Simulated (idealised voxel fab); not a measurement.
Process module in this document: voxel released beams
The cross-section on display is named cut; it measures 185 nm wide, and its cells are 5 nm squares.
Cross-sections here: square-cell grids, written as top-down lists of bands, a band being one or more rows of cells.
Heights first: top, then bottom, in nm. Then materials, left to right, each with a width in nm. "edge to edge" on a single material: fills the band edge to edge. "air": empty space.
Heights from 0 (as-received wafer is one material below). Bottom band endless downward, as "0..down".
Width spec "30->40" -> top row of cells at first value, bottom row at second value, equal per-row change in between.
No cell of the cross-section changed in a step that is given as "changes: none".
The list in "Voids lacking openings" covers empty spaces of 8 cells or more that cannot reach the top through any open way, and it gives each as width x height at distance; the distance is from the left edge, and width, height and distance are in nm.
Whatever follows a step's settings on its line is a remark the simulator itself makes about that step.
A step's line can hold "overlay nm"; with a mask on that step, the setting says how far right of the planned place the mask lay, while a negative setting says it lay to the left.

This section lists the process steps that were planned
1. RECEIVE, material Si
2. CONFORMAL_DEP, material SiN, thk nm 10
3. DIRECTIONAL_DEP, material SiO2, thk nm 10
4. PATTERN, tone open, mask id ANCHOR, material resist, width nm 25, thk nm 15, overlay nm 0
5. DIRECTIONAL_ETCH, etch materials SiO2, depth nm 10
6. STRIP, etch materials resist
7. CONFORMAL_DEP, material TiN, thk nm 10
8. MASKED_ETCH, tone cover, mask id BEAM, width nm 95, etch materials TiN, depth nm 10, overlay nm 0
9. STRIP, etch materials SiO2

This is the cross-section of the wafer as we received it, i.e. after step 1
	0..down  Si edge to edge
	Voids lacking openings: none

First of two wafers: cross-section at end of module, run per plan
	30..20  air 40 nm, then TiN 15 nm, then air 5 nm, then TiN 75 nm, then air 50 nm
	20..10  air 45 nm, then TiN 25 nm, then air 115 nm
	10..0  SiN edge to edge
	0..down  Si edge to edge
	Voids lacking openings: none

End of module, second wafer, cross-section. Started like the first, planned like the first, run with one mistake
	25..15  air 40->45 nm, then TiN 10->5 nm, then air 15 nm, then TiN 70->5 nm, then air 50->115 nm
	15..10  air 45 nm, then TiN 25 nm, then air 115 nm
	10..0  SiN edge to edge
	0..down  Si edge to edge
	Voids lacking openings: none
It is concluded that the wafer was processed incorrectly with respect to the plan, in that step 7 off recipe, ran as CONFORMAL_DEP, material TiN, thk nm 5
Upon completion, the second wafer contains, in terms of cells, a greater or smaller amount of certain materials than the first wafer: TiN -23
